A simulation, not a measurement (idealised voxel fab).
process module | voxel air gaps
cross-section cut | 280 nm wide | cells 5 nm
A cross-section is a grid of square cells, given in bands from the top down. A band is one or more rows of cells.
Each band's line starts with the height of the band's top and of its bottom, in nm. Then come its materials from left to right, each with its width in nm. One material with "throughout" fills the band from edge to edge. "air" is empty space.
Height 0 is the level under which the wafer as received is all one material. The lowest band goes on downwards, as in "0 down".
A width such as "30 to 40" changes by the same amount from each row of cells to the next, from the band's top row to its bottom row.
"no change" after a step means that no cell of the cross-section changed.
closed voids: empty space of 8 cells or more with no open way to the top, each as width x height at its distance from the left edge, in nm
after a step's settings: what the simulator itself notes on the step
overlay nm, on a step with a mask: how far to the right of its planned place the mask lay; to the left if negative
plan
1 op RECEIVE | material Si
2 op CONFORMAL_DEP | material SiO2 | thk nm 15
3 op CONFORMAL_DEP | material SiCN | thk nm 5
4 op DIRECTIONAL_DEP | material SiO2 | thk nm 30
5 op DIRECTIONAL_DEP | material aC | thk nm 10
6 op PATTERN | tone open | mask id LINES | material resist | width nm 15 | pitch nm 40 | thk nm 30 | overlay nm 0
7 op DIRECTIONAL_ETCH | etch materials aC | depth nm 10
8 op STRIP | etch materials resist
9 op DIRECTIONAL_ETCH | etch materials SiO2 | depth nm 30
10 op STRIP | etch materials aC
11 op CONFORMAL_DEP | material TiN | thk nm 5
12 op FILL_DEP | material Cu | thk nm 5
13 op CMP | height nm 50
14 op EPI | material Ru | thk nm 10
15 op SELECTIVE_ETCH | etch materials SiO2 | depth nm 40
16 op CONFORMAL_DEP | material SiCN | thk nm 5
as received, after step 1
  0 down: Si throughout
  closed voids: none
a wafer at the end: this start, this plan, one mistake
  65 to 60: air 55 | SiCN 165 | air 60
  60 to 50: air 55 | SiCN 5 | Ru 35 | SiCN 5 | Ru 35 | SiCN 5 | Ru 35 | SiCN 5 | Ru 35 | SiCN 5 | air 60
  50 to 25: air 55 | SiCN 5 | Ru 10 | TiN 5 | Cu 5 | TiN 5 | Ru 10 | SiCN 5 | Ru 10 | TiN 5 | Cu 5 | TiN 5 | Ru 10 | SiCN 5 | Ru 10 | TiN 5 | Cu 5 | TiN 5 | Ru 10 | SiCN 5 | Ru 10 | TiN 5 | Cu 5 | TiN 5 | Ru 10 | SiCN 5 | air 60
  25 to 20: SiCN 60 | Ru 10 | TiN 15 | Ru 10 | SiCN 5 | Ru 10 | TiN 15 | Ru 10 | SiCN 5 | Ru 10 | TiN 15 | Ru 10 | SiCN 5 | Ru 10 | TiN 15 | Ru 10 | SiCN 65
  20 to 15: SiCN throughout
  15 to 0: SiO2 throughout
  0 down: Si throughout
  closed voids: none
what went wrong: steps 14 and 15 were swapped
